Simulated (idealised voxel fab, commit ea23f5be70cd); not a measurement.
process module | voxel released beams
cross-section cut | 265 nm wide | cells 5 nm
A cross-section is a grid of square cells, given in bands from the top down. A band is one or more rows of cells.
Each band's line starts with the height of the band's top and of its bottom, in nm. Then come its materials from left to right, each with its width in nm. One material with "throughout" fills the band from edge to edge. "air" is empty space.
Height 0 is the level under which the wafer as received is all one material. The lowest band goes on downwards, as in "0 down".
A width such as "30 to 40" changes by the same amount from each row of cells to the next, from the band's top row to its bottom row.
"no change" after a step means that no cell of the cross-section changed.
closed voids: empty space of 8 cells or more with no open way to the top, each as width x height at its distance from the left edge, in nm
after a step's settings: what the simulator itself notes on the step
overlay nm, on a step with a mask: how far to the right of its planned place the mask lay; to the left if negative
plan
1 op RECEIVE | material Si
2 op CONFORMAL_DEP | material Al2O3 | thk nm 10
3 op DIRECTIONAL_DEP | material SiO2 | thk nm 10
4 op MASKED_ETCH | tone open | mask id ANCHOR | width nm 40 | etch materials SiO2 | depth nm 10 | overlay nm 0
5 op CONFORMAL_DEP | material W | thk nm 15
6 op MASKED_ETCH | tone cover | mask id BEAM | width nm 90 | etch materials W | depth nm 15 | overlay nm 0
7 op STRIP | etch materials SiO2
as received, after step 1
  0 down: Si throughout
  closed voids: none
a wafer at the end: this start, this plan, one mistake
  35 to 25: air 85 | W 20 | air 15 | W 55 | air 90
  25 to 20: air 85 | W 90 | air 90
  20 to 10: air 90 | W 45 | air 130
  10 to 0: Al2O3 throughout
  0 down: Si throughout
  closed voids: none
what went wrong: step 4 ran as: op MASKED_ETCH | tone open | mask id ANCHOR | width nm 45 | etch materials SiO2 | depth nm 10 | overlay nm 0
